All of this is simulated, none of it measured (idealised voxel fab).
The process module that follows is named voxel capacitor over wiring.
The cross-section shown here is cut; it is 170 nm wide and divided into square cells measuring 5 nm on a side.
In what follows, cross-sections appear as grids of square cells, described through bands that run from the top down, where every band is one or more rows of cells. Within each band entry, the heights of the top and of the bottom of the band appear first, in that order and in nm; the materials of the band then follow from left to right, each with its corresponding width in nm. The designation "throughout" on a single material indicates that it fills the band from edge to edge; the designation "blank" indicates empty space. Heights from 0 (as-received wafer is one material below). Bottom band endless downward, as "0..down". Quick explanation for "30..40": the width changes in equal steps down the rows of cells, from the first number in the band's top row to the second number in its bottom row. A step reported as "nothing was modified" is a step in which no cell of the cross-section changed. Empty spaces without an open route to the top, at least 8 cells in extent, make up the entry "Unvented voids"; each is given as width x height at distance, where the distance is measured from the left edge, and all are in nm. Step line, after settings: the simulator's comment on this step. overlay nm: on a step with a mask, how far right of its planned place the mask lay; negative means left.

# So here's the lineup of process steps we planned
step 1: RECEIVE: material Si
step 2: CONFORMAL_DEP: material SiO2, thk nm 10
step 3: DIRECTIONAL_DEP: material TiN, thk nm 5
step 4: DIRECTIONAL_DEP: material Ru, thk nm 15
step 5: MASKED_ETCH: tone cover, mask id METAL_1, width nm 20, pitch nm 80, etch materials Ru, depth nm 15, overlay nm 0
step 6: MASKED_ETCH: tone cover, mask id METAL_1, width nm 20, pitch nm 80, etch materials TiN, depth nm 5, overlay nm 0
step 7: FILL_DEP: material SiO2, thk nm 5
step 8: CMP: height nm 30
step 9: CONFORMAL_DEP: material SiCN, thk nm 5
step 10: DIRECTIONAL_DEP: material SiO2, thk nm 10
step 11: DIRECTIONAL_DEP: material aC, thk nm 10
step 12: PATTERN: tone open, mask id PLUG_1, material resist, width nm 15, thk nm 25, overlay nm 0
step 13: DIRECTIONAL_ETCH: etch materials aC, depth nm 10
step 14: STRIP: etch materials resist
step 15: DIRECTIONAL_ETCH: etch materials SiO2, depth nm 10
step 16: DIRECTIONAL_ETCH: etch materials SiCN, depth nm 5
step 17: STRIP: etch materials aC
step 18: CONFORMAL_DEP: material TiN, thk nm 5
step 19: FILL_DEP: material Cu, thk nm 5
step 20: CMP: height nm 45
step 21: DIRECTIONAL_DEP: material TiN, thk nm 10
step 22: DIRECTIONAL_DEP: material Al2O3, thk nm 5
step 23: DIRECTIONAL_DEP: material TiN, thk nm 10
step 24: MASKED_ETCH: tone cover, mask id UPPER_PLATE, width nm 65, etch materials TiN, depth nm 10, overlay nm 0
step 25: MASKED_ETCH: tone cover, mask id UPPER_PLATE, width nm 65, etch materials Al2O3, depth nm 5, overlay nm 0
step 26: PATTERN: tone cover, mask id LOWER_PLATE, material resist, width nm 75, thk nm 20, overlay nm 0
step 27: DIRECTIONAL_ETCH: etch materials TiN, depth nm 10
step 28: STRIP: etch materials resist
step 29: FILL_DEP: material SiO2, thk nm 15
step 30: CMP: height nm 80
step 31: PATTERN: tone open, mask id PLUG_2, material resist, width nm 15, thk nm 20, overlay nm 0
step 32: DIRECTIONAL_ETCH: etch materials SiO2, depth nm 10
step 33: STRIP: etch materials resist
step 34: CONFORMAL_DEP: material TiN, thk nm 5
step 35: FILL_DEP: material Ru, thk nm 10
step 36: CMP: height nm 80
step 37: CONFORMAL_DEP: material SiN, thk nm 5

# Here's what the wafer looked like in cross-section when it arrived - that's after step 1
0..down  Si throughout
Unvented voids: none

# Final cross-section, module run with one mistake (start and plan as above)
85..80  SiN throughout
80..75  50 SiO2, 5 TiN, 5 Ru, 5 TiN, 105 SiO2
75..70  50 SiO2, 15 TiN, 105 SiO2
70..60  35 SiO2, 5 TiN, 65 SiO2, 5 TiN, 60 SiO2
60..55  Al2O3 throughout
55..45  TiN throughout
45..35  40 SiO2, 5 TiN, 5 Cu, 5 TiN, 115 SiO2
35..30  40 SiCN, 15 TiN, 115 SiCN
30..15  35 SiO2, 20 Ru, 60 SiO2, 20 Ru, 35 SiO2
15..10  35 SiO2, 20 TiN, 60 SiO2, 20 TiN, 35 SiO2
10..0  SiO2 throughout
0..down  Si throughout
Unvented voids: none
What was the processing mistake? step 24 did not use the planned setting and instead ran as MASKED_ETCH: tone open, mask id UPPER_PLATE, width nm 65, etch materials TiN, depth nm 10, overlay nm 0
